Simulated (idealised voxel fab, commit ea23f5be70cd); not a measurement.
process module | voxel transistor to metal
cross-section cut | 265 nm wide | cells 5 nm
A cross-section is a grid of square cells, given in bands from the top down. A band is one or more rows of cells.
Each band's line starts with the height of the band's top and of its bottom, in nm. Then come its materials from left to right, each with its width in nm. One material with "throughout" fills the band from edge to edge. "air" is empty space.
Height 0 is the level under which the wafer as received is all one material. The lowest band goes on downwards, as in "0 down".
A width such as "30 to 40" changes by the same amount from each row of cells to the next, from the band's top row to its bottom row.
"no change" after a step means that no cell of the cross-section changed.
closed voids: empty space of 8 cells or more with no open way to the top, each as width x height at its distance from the left edge, in nm
after a step's settings: what the simulator itself notes on the step
overlay nm, on a step with a mask: how far to the right of its planned place the mask lay; to the left if negative
plan
1 op RECEIVE | material Si
2 op OXIDIZE | depth nm 5
3 op CONFORMAL_DEP | material SiN | thk nm 10
4 op PATTERN | tone cover | mask id ACTIVE | material resist | width nm 100 | pitch nm 125 | thk nm 20 | overlay nm 0
5 op DIRECTIONAL_ETCH | etch materials SiN | depth nm 10
6 op DIRECTIONAL_ETCH | etch materials SiO2 | depth nm 5
7 op DIRECTIONAL_ETCH | etch materials Si | depth nm 20
8 op STRIP | etch materials resist
9 op OXIDIZE | depth nm 5
10 op FILL_DEP | material SiO2 | thk nm 10
11 op CMP | height nm 10
12 op SELECTIVE_ETCH | etch materials SiO2 | depth nm 10
13 op STRIP | etch materials SiN
14 op SELECTIVE_ETCH | etch materials SiO2 | depth nm 5
15 op OXIDIZE | depth nm 5
16 op DIRECTIONAL_DEP | material polySi | thk nm 30
17 op DIRECTIONAL_DEP | material SiCN | thk nm 10
18 op MASKED_ETCH | tone cover | mask id GATE | width nm 20 | pitch nm 125 | etch materials SiCN | depth nm 20 | overlay nm 0
19 op MASKED_ETCH | tone cover | mask id GATE | width nm 20 | pitch nm 125 | etch materials polySi | depth nm 40 | overlay nm 0
20 op CONFORMAL_DEP | material SiN | thk nm 5
21 op DIRECTIONAL_ETCH | etch materials SiN | depth nm 5
22 op DIRECTIONAL_ETCH | etch materials SiO2 | depth nm 5
23 op EPI | material nSi | thk nm 5
24 op FILL_DEP | material SiO2 | thk nm 5
25 op CMP | height nm 35
26 op DIRECTIONAL_DEP | material SiO2 | thk nm 15
27 op MASKED_ETCH | tone open | mask id CONTACT | width nm 15 | etch materials SiO2 | depth nm 55 | overlay nm 0
28 op CONFORMAL_DEP | material TiN | thk nm 5
29 op FILL_DEP | material W | thk nm 10
30 op CMP | height nm 50
31 op CONFORMAL_DEP | material SiN | thk nm 5
32 op DIRECTIONAL_DEP | material lowk | thk nm 15
33 op PATTERN | tone open | mask id METAL_1 | material resist | width nm 15 | thk nm 15 | overlay nm 0
34 op DIRECTIONAL_ETCH | etch materials lowk | depth nm 15
35 op DIRECTIONAL_ETCH | etch materials SiN | depth nm 5
36 op STRIP | etch materials resist
37 op CONFORMAL_DEP | material TiN | thk nm 5
38 op FILL_DEP | material Ru | thk nm 10
39 op CMP | height nm 70
40 op EPI | material Ru | thk nm 5
41 op FILL_DEP | material SiCN | thk nm 5
42 op DIRECTIONAL_DEP | material lowk | thk nm 35
43 op DIRECTIONAL_DEP | material aC | thk nm 15
44 op PATTERN | tone open | mask id METAL_2 | material resist | width nm 15 | pitch nm 125 | thk nm 30 | overlay nm 0
45 op DIRECTIONAL_ETCH | etch materials aC | depth nm 15
46 op STRIP | etch materials resist
47 op DIRECTIONAL_ETCH | etch materials lowk | depth nm 20
48 op STRIP | etch materials aC
49 op PATTERN | tone open | mask id METAL_2_HOLES | material resist | width nm 15 | pitch nm 125 | thk nm 15 | overlay nm 0
50 op DIRECTIONAL_ETCH | etch materials lowk | depth nm 15
51 op DIRECTIONAL_ETCH | etch materials SiCN | depth nm 5
52 op STRIP | etch materials resist
53 op CONFORMAL_DEP | material TiN | thk nm 5
54 op FILL_DEP | material Ru | thk nm 5
55 op CMP | height nm 115
56 op CONFORMAL_DEP | material SiN | thk nm 5
first wafer, as planned
as received, after step 1
  0 down: Si throughout
  closed voids: none
after step 2
  0 to -5: SiO2 throughout
  below -5: unchanged
after step 3
  10 to 0: SiN throughout
  below 0: unchanged
after step 4
  30 to 10: air 20 | resist 100 | air 25 | resist 100 | air 20
  below 10: unchanged
after step 5
  30 to 10: air 20 | resist 100 | air 25 | resist 100 | air 20
  10 to 0: air 20 | SiN 100 | air 25 | SiN 100 | air 20
  below 0: unchanged
after step 6
  30 to 10: air 20 | resist 100 | air 25 | resist 100 | air 20
  10 to 0: air 20 | SiN 100 | air 25 | SiN 100 | air 20
  0 to -5: air 20 | SiO2 100 | air 25 | SiO2 100 | air 20
  below -5: unchanged
after step 7
  30 to 10: air 20 | resist 100 | air 25 | resist 100 | air 20
  10 to 0: air 20 | SiN 100 | air 25 | SiN 100 | air 20
  0 to -5: air 20 | SiO2 100 | air 25 | SiO2 100 | air 20
  -5 to -25: air 20 | Si 100 | air 25 | Si 100 | air 20
  below -25: unchanged
after step 8
  10 to 0: air 20 | SiN 100 | air 25 | SiN 100 | air 20
  below 0: unchanged
after step 9
  10 to 0: air 20 | SiN 100 | air 25 | SiN 100 | air 20
  0 to -5: air 20 | SiO2 100 | air 25 | SiO2 100 | air 20
  -5 to -25: air 20 | SiO2 5 | Si 90 | SiO2 5 | air 25 | SiO2 5 | Si 90 | SiO2 5 | air 20
  -25 to -30: SiO2 25 | Si 90 | SiO2 35 | Si 90 | SiO2 25
  below -30: unchanged
after step 10
  20 to 10: SiO2 throughout
  10 to 0: SiO2 20 | SiN 100 | SiO2 25 | SiN 100 | SiO2 20
  0 to -5: SiO2 throughout
  -5 to -30: SiO2 25 | Si 90 | SiO2 35 | Si 90 | SiO2 25
  below -30: unchanged
after step 11
  10 to 0: SiO2 20 | SiN 100 | SiO2 25 | SiN 100 | SiO2 20
  below 0: unchanged
after step 12
  10 to 0: air 20 | SiN 100 | air 25 | SiN 100 | air 20
  below 0: unchanged
after step 13
  0 to -5: SiO2 throughout
  below -5: unchanged
after step 14
  -5 to -30: SiO2 25 | Si 90 | SiO2 35 | Si 90 | SiO2 25
  below -30: unchanged
after step 15
  -5 to -10: SiO2 throughout
  below -10: unchanged
after step 16
  25 to -5: polySi throughout
  below -5: unchanged
after step 17
  35 to 25: SiCN throughout
  below 25: unchanged
after step 18
  35 to 25: air 60 | SiCN 20 | air 105 | SiCN 20 | air 60
  below 25: unchanged
after step 19
  35 to 25: air 60 | SiCN 20 | air 105 | SiCN 20 | air 60
  25 to -5: air 60 | polySi 20 | air 105 | polySi 20 | air 60
  below -5: unchanged
after step 20
  40 to 35: air 55 | SiN 30 | air 95 | SiN 30 | air 55
  35 to 25: air 55 | SiN 5 | SiCN 20 | SiN 5 | air 95 | SiN 5 | SiCN 20 | SiN 5 | air 55
  25 to 0: air 55 | SiN 5 | polySi 20 | SiN 5 | air 95 | SiN 5 | polySi 20 | SiN 5 | air 55
  0 to -5: SiN 60 | polySi 20 | SiN 105 | polySi 20 | SiN 60
  below -5: unchanged
after step 21
  35 to 25: air 55 | SiN 5 | SiCN 20 | SiN 5 | air 95 | SiN 5 | SiCN 20 | SiN 5 | air 55
  25 to -5: air 55 | SiN 5 | polySi 20 | SiN 5 | air 95 | SiN 5 | polySi 20 | SiN 5 | air 55
  below -5: unchanged
after step 22
  35 to 25: air 55 | SiN 5 | SiCN 20 | SiN 5 | air 95 | SiN 5 | SiCN 20 | SiN 5 | air 55
  25 to -5: air 55 | SiN 5 | polySi 20 | SiN 5 | air 95 | SiN 5 | polySi 20 | SiN 5 | air 55
  -5 to -10: air 55 | SiO2 30 | air 95 | SiO2 30 | air 55
  below -10: unchanged
after step 23
  35 to 25: air 55 | SiN 5 | SiCN 20 | SiN 5 | air 95 | SiN 5 | SiCN 20 | SiN 5 | air 55
  25 to -5: air 55 | SiN 5 | polySi 20 | SiN 5 | air 95 | SiN 5 | polySi 20 | SiN 5 | air 55
  -5 to -10: air 20 | nSi 35 | SiO2 30 | nSi 35 | air 25 | nSi 35 | SiO2 30 | nSi 35 | air 20
  below -10: unchanged
after step 24
  40 to 35: SiO2 throughout
  35 to 25: SiO2 55 | SiN 5 | SiCN 20 | SiN 5 | SiO2 95 | SiN 5 | SiCN 20 | SiN 5 | SiO2 55
  25 to -5: SiO2 55 | SiN 5 | polySi 20 | SiN 5 | SiO2 95 | SiN 5 | polySi 20 | SiN 5 | SiO2 55
  -5 to -10: SiO2 20 | nSi 35 | SiO2 30 | nSi 35 | SiO2 25 | nSi 35 | SiO2 30 | nSi 35 | SiO2 20
  below -10: unchanged
after step 25
  35 to 25: SiO2 55 | SiN 5 | SiCN 20 | SiN 5 | SiO2 95 | SiN 5 | SiCN 20 | SiN 5 | SiO2 55
  below 25: unchanged
after step 26
  50 to 35: SiO2 throughout
  below 35: unchanged
after step 27
  50 to 35: SiO2 30 | air 15 | SiO2 50 | air 15 | SiO2 45 | air 15 | SiO2 50 | air 15 | SiO2 30
  35 to 25: SiO2 30 | air 15 | SiO2 10 | SiN 5 | SiCN 20 | SiN 5 | SiO2 10 | air 15 | SiO2 45 | air 15 | SiO2 10 | SiN 5 | SiCN 20 | SiN 5 | SiO2 10 | air 15 | SiO2 30
  25 to -5: SiO2 30 | air 15 | SiO2 10 | SiN 5 | polySi 20 | SiN 5 | SiO2 10 | air 15 | SiO2 45 | air 15 | SiO2 10 | SiN 5 | polySi 20 | SiN 5 | SiO2 10 | air 15 | SiO2 30
  below -5: unchanged
after step 28
  55 to 50: TiN 35 | air 5 | TiN 60 | air 5 | TiN 55 | air 5 | TiN 60 | air 5 | TiN 35
  50 to 35: SiO2 30 | TiN 5 | air 5 | TiN 5 | SiO2 50 | TiN 5 | air 5 | TiN 5 | SiO2 45 | TiN 5 | air 5 | TiN 5 | SiO2 50 | TiN 5 | air 5 | TiN 5 | SiO2 30
  35 to 25: SiO2 30 | TiN 5 | air 5 | TiN 5 | SiO2 10 | SiN 5 | SiCN 20 | SiN 5 | SiO2 10 | TiN 5 | air 5 | TiN 5 | SiO2 45 | TiN 5 | air 5 | TiN 5 | SiO2 10 | SiN 5 | SiCN 20 | SiN 5 | SiO2 10 | TiN 5 | air 5 | TiN 5 | SiO2 30
  25 to 0: SiO2 30 | TiN 5 | air 5 | TiN 5 | SiO2 10 | SiN 5 | polySi 20 | SiN 5 | SiO2 10 | TiN 5 | air 5 | TiN 5 | SiO2 45 | TiN 5 | air 5 | TiN 5 | SiO2 10 | SiN 5 | polySi 20 | SiN 5 | SiO2 10 | TiN 5 | air 5 | TiN 5 | SiO2 30
  0 to -5: SiO2 30 | TiN 15 | SiO2 10 | SiN 5 | polySi 20 | SiN 5 | SiO2 10 | TiN 15 | SiO2 45 | TiN 15 | SiO2 10 | SiN 5 | polySi 20 | SiN 5 | SiO2 10 | TiN 15 | SiO2 30
  below -5: unchanged
after step 29
  65 to 55: W throughout
  55 to 50: TiN 35 | W 5 | TiN 60 | W 5 | TiN 55 | W 5 | TiN 60 | W 5 | TiN 35
  50 to 35: SiO2 30 | TiN 5 | W 5 | TiN 5 | SiO2 50 | TiN 5 | W 5 | TiN 5 | SiO2 45 | TiN 5 | W 5 | TiN 5 | SiO2 50 | TiN 5 | W 5 | TiN 5 | SiO2 30
  35 to 25: SiO2 30 | TiN 5 | W 5 | TiN 5 | SiO2 10 | SiN 5 | SiCN 20 | SiN 5 | SiO2 10 | TiN 5 | W 5 | TiN 5 | SiO2 45 | TiN 5 | W 5 | TiN 5 | SiO2 10 | SiN 5 | SiCN 20 | SiN 5 | SiO2 10 | TiN 5 | W 5 | TiN 5 | SiO2 30
  25 to 0: SiO2 30 | TiN 5 | W 5 | TiN 5 | SiO2 10 | SiN 5 | polySi 20 | SiN 5 | SiO2 10 | TiN 5 | W 5 | TiN 5 | SiO2 45 | TiN 5 | W 5 | TiN 5 | SiO2 10 | SiN 5 | polySi 20 | SiN 5 | SiO2 10 | TiN 5 | W 5 | TiN 5 | SiO2 30
  below 0: unchanged
after step 30
  50 to 35: SiO2 30 | TiN 5 | W 5 | TiN 5 | SiO2 50 | TiN 5 | W 5 | TiN 5 | SiO2 45 | TiN 5 | W 5 | TiN 5 | SiO2 50 | TiN 5 | W 5 | TiN 5 | SiO2 30
  below 35: unchanged
after step 31
  55 to 50: SiN throughout
  below 50: unchanged
after step 32
  70 to 55: lowk throughout
  below 55: unchanged
after step 33
  85 to 70: resist 30 | air 15 | resist 50 | air 15 | resist 45 | air 15 | resist 50 | air 15 | resist 30
  below 70: unchanged
after step 34
  85 to 70: resist 30 | air 15 | resist 50 | air 15 | resist 45 | air 15 | resist 50 | air 15 | resist 30
  70 to 55: lowk 30 | air 15 | lowk 50 | air 15 | lowk 45 | air 15 | lowk 50 | air 15 | lowk 30
  below 55: unchanged
after step 35
  85 to 70: resist 30 | air 15 | resist 50 | air 15 | resist 45 | air 15 | resist 50 | air 15 | resist 30
  70 to 55: lowk 30 | air 15 | lowk 50 | air 15 | lowk 45 | air 15 | lowk 50 | air 15 | lowk 30
  55 to 50: SiN 30 | air 15 | SiN 50 | air 15 | SiN 45 | air 15 | SiN 50 | air 15 | SiN 30
  below 50: unchanged
after step 36
  70 to 55: lowk 30 | air 15 | lowk 50 | air 15 | lowk 45 | air 15 | lowk 50 | air 15 | lowk 30
  below 55: unchanged
after step 37
  75 to 70: TiN 35 | air 5 | TiN 60 | air 5 | TiN 55 | air 5 | TiN 60 | air 5 | TiN 35
  70 to 55: lowk 30 | TiN 5 | air 5 | TiN 5 | lowk 50 | TiN 5 | air 5 | TiN 5 | lowk 45 | TiN 5 | air 5 | TiN 5 | lowk 50 | TiN 5 | air 5 | TiN 5 | lowk 30
  55 to 50: SiN 30 | TiN 15 | SiN 50 | TiN 15 | SiN 45 | TiN 15 | SiN 50 | TiN 15 | SiN 30
  below 50: unchanged
after step 38
  85 to 75: Ru throughout
  75 to 70: TiN 35 | Ru 5 | TiN 60 | Ru 5 | TiN 55 | Ru 5 | TiN 60 | Ru 5 | TiN 35
  70 to 55: lowk 30 | TiN 5 | Ru 5 | TiN 5 | lowk 50 | TiN 5 | Ru 5 | TiN 5 | lowk 45 | TiN 5 | Ru 5 | TiN 5 | lowk 50 | TiN 5 | Ru 5 | TiN 5 | lowk 30
  below 55: unchanged
after step 39
  70 to 55: lowk 30 | TiN 5 | Ru 5 | TiN 5 | lowk 50 | TiN 5 | Ru 5 | TiN 5 | lowk 45 | TiN 5 | Ru 5 | TiN 5 | lowk 50 | TiN 5 | Ru 5 | TiN 5 | lowk 30
  below 55: unchanged
after step 40
  75 to 70: air 25 | Ru 25 | air 40 | Ru 25 | air 35 | Ru 25 | air 40 | Ru 25 | air 25
  below 70: unchanged
after step 41
  80 to 75: SiCN throughout
  75 to 70: SiCN 25 | Ru 25 | SiCN 40 | Ru 25 | SiCN 35 | Ru 25 | SiCN 40 | Ru 25 | SiCN 25
  below 70: unchanged
after step 42
  115 to 80: lowk throughout
  below 80: unchanged
after step 43
  130 to 115: aC throughout
  below 115: unchanged
after step 44
  160 to 130: resist 30 | air 15 | resist 110 | air 15 | resist 95
  below 130: unchanged
after step 45
  145 to 130: resist 30 | air 15 | resist 110 | air 15 | resist 95
  130 to 115: aC 30 | air 15 | aC 110 | air 15 | aC 95
  below 115: unchanged
after step 46
  130 to 115: aC 30 | air 15 | aC 110 | air 15 | aC 95
  below 115: unchanged
after step 47
  130 to 115: aC 30 | air 15 | aC 110 | air 15 | aC 95
  115 to 95: lowk 30 | air 15 | lowk 110 | air 15 | lowk 95
  below 95: unchanged
after step 48
  115 to 95: lowk 30 | air 15 | lowk 110 | air 15 | lowk 95
  below 95: unchanged
after step 49
  130 to 115: resist 30 | air 15 | resist 110 | air 15 | resist 95
  below 115: unchanged
after step 50
  130 to 115: resist 30 | air 15 | resist 110 | air 15 | resist 95
  115 to 80: lowk 30 | air 15 | lowk 110 | air 15 | lowk 95
  below 80: unchanged
after step 51
  130 to 115: resist 30 | air 15 | resist 110 | air 15 | resist 95
  115 to 80: lowk 30 | air 15 | lowk 110 | air 15 | lowk 95
  80 to 75: SiCN 30 | air 15 | SiCN 110 | air 15 | SiCN 95
  below 75: unchanged
after step 52
  115 to 80: lowk 30 | air 15 | lowk 110 | air 15 | lowk 95
  below 80: unchanged
after step 53
  120 to 115: TiN 35 | air 5 | TiN 120 | air 5 | TiN 100
  115 to 80: lowk 30 | TiN 5 | air 5 | TiN 5 | lowk 110 | TiN 5 | air 5 | TiN 5 | lowk 95
  80 to 75: SiCN 30 | TiN 15 | SiCN 110 | TiN 15 | SiCN 95
  below 75: unchanged
after step 54
  125 to 120: Ru throughout
  120 to 115: TiN 35 | Ru 5 | TiN 120 | Ru 5 | TiN 100
  115 to 80: lowk 30 | TiN 5 | Ru 5 | TiN 5 | lowk 110 | TiN 5 | Ru 5 | TiN 5 | lowk 95
  below 80: unchanged
after step 55
  115 to 80: lowk 30 | TiN 5 | Ru 5 | TiN 5 | lowk 110 | TiN 5 | Ru 5 | TiN 5 | lowk 95
  below 80: unchanged
after step 56
  120 to 115: SiN throughout
  below 115: unchanged
second wafer: like start, like plan, one mistake. Through step 15 it matches the first wafer
when step 16 should have ended
  25 to -10: SiO2 throughout
  below -10: unchanged
when step 17 should have ended
  35 to 25: SiCN throughout
  below 25: unchanged
when step 18 should have ended
  35 to 25: air 60 | SiCN 20 | air 105 | SiCN 20 | air 60
  below 25: unchanged
when step 19 should have ended: no change
when step 20 should have ended
  40 to 35: air 55 | SiN 30 | air 95 | SiN 30 | air 55
  35 to 30: air 55 | SiN 5 | SiCN 20 | SiN 5 | air 95 | SiN 5 | SiCN 20 | SiN 5 | air 55
  30 to 25: SiN 60 | SiCN 20 | SiN 105 | SiCN 20 | SiN 60
  below 25: unchanged
when step 21 should have ended
  35 to 25: air 55 | SiN 5 | SiCN 20 | SiN 5 | air 95 | SiN 5 | SiCN 20 | SiN 5 | air 55
  below 25: unchanged
when step 22 should have ended
  35 to 25: air 55 | SiN 5 | SiCN 20 | SiN 5 | air 95 | SiN 5 | SiCN 20 | SiN 5 | air 55
  25 to 20: air 55 | SiO2 30 | air 95 | SiO2 30 | air 55
  below 20: unchanged
when step 23 should have ended: no change
when step 24 should have ended
  40 to 35: SiO2 throughout
  35 to 25: SiO2 55 | SiN 5 | SiCN 20 | SiN 5 | SiO2 95 | SiN 5 | SiCN 20 | SiN 5 | SiO2 55
  25 to -10: SiO2 throughout
  below -10: unchanged
when step 25 should have ended
  35 to 25: SiO2 55 | SiN 5 | SiCN 20 | SiN 5 | SiO2 95 | SiN 5 | SiCN 20 | SiN 5 | SiO2 55
  below 25: unchanged
when step 26 should have ended
  50 to 35: SiO2 throughout
  below 35: unchanged
when step 27 should have ended
  50 to 35: SiO2 30 | air 15 | SiO2 50 | air 15 | SiO2 45 | air 15 | SiO2 50 | air 15 | SiO2 30
  35 to 25: SiO2 30 | air 15 | SiO2 10 | SiN 5 | SiCN 20 | SiN 5 | SiO2 10 | air 15 | SiO2 45 | air 15 | SiO2 10 | SiN 5 | SiCN 20 | SiN 5 | SiO2 10 | air 15 | SiO2 30
  25 to -5: SiO2 30 | air 15 | SiO2 50 | air 15 | SiO2 45 | air 15 | SiO2 50 | air 15 | SiO2 30
  below -5: unchanged
when step 28 should have ended
  55 to 50: TiN 35 | air 5 | TiN 60 | air 5 | TiN 55 | air 5 | TiN 60 | air 5 | TiN 35
  50 to 35: SiO2 30 | TiN 5 | air 5 | TiN 5 | SiO2 50 | TiN 5 | air 5 | TiN 5 | SiO2 45 | TiN 5 | air 5 | TiN 5 | SiO2 50 | TiN 5 | air 5 | TiN 5 | SiO2 30
  35 to 25: SiO2 30 | TiN 5 | air 5 | TiN 5 | SiO2 10 | SiN 5 | SiCN 20 | SiN 5 | SiO2 10 | TiN 5 | air 5 | TiN 5 | SiO2 45 | TiN 5 | air 5 | TiN 5 | SiO2 10 | SiN 5 | SiCN 20 | SiN 5 | SiO2 10 | TiN 5 | air 5 | TiN 5 | SiO2 30
  25 to 0: SiO2 30 | TiN 5 | air 5 | TiN 5 | SiO2 50 | TiN 5 | air 5 | TiN 5 | SiO2 45 | TiN 5 | air 5 | TiN 5 | SiO2 50 | TiN 5 | air 5 | TiN 5 | SiO2 30
  0 to -5: SiO2 30 | TiN 15 | SiO2 50 | TiN 15 | SiO2 45 | TiN 15 | SiO2 50 | TiN 15 | SiO2 30
  below -5: unchanged
when step 29 should have ended
  65 to 55: W throughout
  55 to 50: TiN 35 | W 5 | TiN 60 | W 5 | TiN 55 | W 5 | TiN 60 | W 5 | TiN 35
  50 to 35: SiO2 30 | TiN 5 | W 5 | TiN 5 | SiO2 50 | TiN 5 | W 5 | TiN 5 | SiO2 45 | TiN 5 | W 5 | TiN 5 | SiO2 50 | TiN 5 | W 5 | TiN 5 | SiO2 30
  35 to 25: SiO2 30 | TiN 5 | W 5 | TiN 5 | SiO2 10 | SiN 5 | SiCN 20 | SiN 5 | SiO2 10 | TiN 5 | W 5 | TiN 5 | SiO2 45 | TiN 5 | W 5 | TiN 5 | SiO2 10 | SiN 5 | SiCN 20 | SiN 5 | SiO2 10 | TiN 5 | W 5 | TiN 5 | SiO2 30
  25 to 0: SiO2 30 | TiN 5 | W 5 | TiN 5 | SiO2 50 | TiN 5 | W 5 | TiN 5 | SiO2 45 | TiN 5 | W 5 | TiN 5 | SiO2 50 | TiN 5 | W 5 | TiN 5 | SiO2 30
  below 0: unchanged
when step 30 should have ended
  50 to 35: SiO2 30 | TiN 5 | W 5 | TiN 5 | SiO2 50 | TiN 5 | W 5 | TiN 5 | SiO2 45 | TiN 5 | W 5 | TiN 5 | SiO2 50 | TiN 5 | W 5 | TiN 5 | SiO2 30
  below 35: unchanged
when step 31 should have ended
  55 to 50: SiN throughout
  below 50: unchanged
when step 32 should have ended
  70 to 55: lowk throughout
  below 55: unchanged
when step 33 should have ended
  85 to 70: resist 30 | air 15 | resist 50 | air 15 | resist 45 | air 15 | resist 50 | air 15 | resist 30
  below 70: unchanged
when step 34 should have ended
  85 to 70: resist 30 | air 15 | resist 50 | air 15 | resist 45 | air 15 | resist 50 | air 15 | resist 30
  70 to 55: lowk 30 | air 15 | lowk 50 | air 15 | lowk 45 | air 15 | lowk 50 | air 15 | lowk 30
  below 55: unchanged
when step 35 should have ended
  85 to 70: resist 30 | air 15 | resist 50 | air 15 | resist 45 | air 15 | resist 50 | air 15 | resist 30
  70 to 55: lowk 30 | air 15 | lowk 50 | air 15 | lowk 45 | air 15 | lowk 50 | air 15 | lowk 30
  55 to 50: SiN 30 | air 15 | SiN 50 | air 15 | SiN 45 | air 15 | SiN 50 | air 15 | SiN 30
  below 50: unchanged
when step 36 should have ended
  70 to 55: lowk 30 | air 15 | lowk 50 | air 15 | lowk 45 | air 15 | lowk 50 | air 15 | lowk 30
  below 55: unchanged
when step 37 should have ended
  75 to 70: TiN 35 | air 5 | TiN 60 | air 5 | TiN 55 | air 5 | TiN 60 | air 5 | TiN 35
  70 to 55: lowk 30 | TiN 5 | air 5 | TiN 5 | lowk 50 | TiN 5 | air 5 | TiN 5 | lowk 45 | TiN 5 | air 5 | TiN 5 | lowk 50 | TiN 5 | air 5 | TiN 5 | lowk 30
  55 to 50: SiN 30 | TiN 15 | SiN 50 | TiN 15 | SiN 45 | TiN 15 | SiN 50 | TiN 15 | SiN 30
  below 50: unchanged
when step 38 should have ended
  85 to 75: Ru throughout
  75 to 70: TiN 35 | Ru 5 | TiN 60 | Ru 5 | TiN 55 | Ru 5 | TiN 60 | Ru 5 | TiN 35
  70 to 55: lowk 30 | TiN 5 | Ru 5 | TiN 5 | lowk 50 | TiN 5 | Ru 5 | TiN 5 | lowk 45 | TiN 5 | Ru 5 | TiN 5 | lowk 50 | TiN 5 | Ru 5 | TiN 5 | lowk 30
  below 55: unchanged
when step 39 should have ended
  70 to 55: lowk 30 | TiN 5 | Ru 5 | TiN 5 | lowk 50 | TiN 5 | Ru 5 | TiN 5 | lowk 45 | TiN 5 | Ru 5 | TiN 5 | lowk 50 | TiN 5 | Ru 5 | TiN 5 | lowk 30
  below 55: unchanged
when step 40 should have ended
  75 to 70: air 25 | Ru 25 | air 40 | Ru 25 | air 35 | Ru 25 | air 40 | Ru 25 | air 25
  below 70: unchanged
when step 41 should have ended
  80 to 75: SiCN throughout
  75 to 70: SiCN 25 | Ru 25 | SiCN 40 | Ru 25 | SiCN 35 | Ru 25 | SiCN 40 | Ru 25 | SiCN 25
  below 70: unchanged
when step 42 should have ended
  115 to 80: lowk throughout
  below 80: unchanged
when step 43 should have ended
  130 to 115: aC throughout
  below 115: unchanged
when step 44 should have ended
  160 to 130: resist 30 | air 15 | resist 110 | air 15 | resist 95
  below 130: unchanged
when step 45 should have ended
  145 to 130: resist 30 | air 15 | resist 110 | air 15 | resist 95
  130 to 115: aC 30 | air 15 | aC 110 | air 15 | aC 95
  below 115: unchanged
when step 46 should have ended
  130 to 115: aC 30 | air 15 | aC 110 | air 15 | aC 95
  below 115: unchanged
when step 47 should have ended
  130 to 115: aC 30 | air 15 | aC 110 | air 15 | aC 95
  115 to 95: lowk 30 | air 15 | lowk 110 | air 15 | lowk 95
  below 95: unchanged
when step 48 should have ended
  115 to 95: lowk 30 | air 15 | lowk 110 | air 15 | lowk 95
  below 95: unchanged
when step 49 should have ended
  130 to 115: resist 30 | air 15 | resist 110 | air 15 | resist 95
  below 115: unchanged
when step 50 should have ended
  130 to 115: resist 30 | air 15 | resist 110 | air 15 | resist 95
  115 to 80: lowk 30 | air 15 | lowk 110 | air 15 | lowk 95
  below 80: unchanged
when step 51 should have ended
  130 to 115: resist 30 | air 15 | resist 110 | air 15 | resist 95
  115 to 80: lowk 30 | air 15 | lowk 110 | air 15 | lowk 95
  80 to 75: SiCN 30 | air 15 | SiCN 110 | air 15 | SiCN 95
  below 75: unchanged
when step 52 should have ended
  115 to 80: lowk 30 | air 15 | lowk 110 | air 15 | lowk 95
  below 80: unchanged
when step 53 should have ended
  120 to 115: TiN 35 | air 5 | TiN 120 | air 5 | TiN 100
  115 to 80: lowk 30 | TiN 5 | air 5 | TiN 5 | lowk 110 | TiN 5 | air 5 | TiN 5 | lowk 95
  80 to 75: SiCN 30 | TiN 15 | SiCN 110 | TiN 15 | SiCN 95
  below 75: unchanged
when step 54 should have ended
  125 to 120: Ru throughout
  120 to 115: TiN 35 | Ru 5 | TiN 120 | Ru 5 | TiN 100
  115 to 80: lowk 30 | TiN 5 | Ru 5 | TiN 5 | lowk 110 | TiN 5 | Ru 5 | TiN 5 | lowk 95
  below 80: unchanged
when step 55 should have ended
  115 to 80: lowk 30 | TiN 5 | Ru 5 | TiN 5 | lowk 110 | TiN 5 | Ru 5 | TiN 5 | lowk 95
  below 80: unchanged
when step 56 should have ended
  120 to 115: SiN throughout
  below 115: unchanged
what went wrong: step 16 ran as: op DIRECTIONAL_DEP | material SiO2 | thk nm 30
at the end the second wafer has, in cells: 24 fewer of SiN | 100 more of SiO2 | 28 fewer of nSi | 48 fewer of polySi
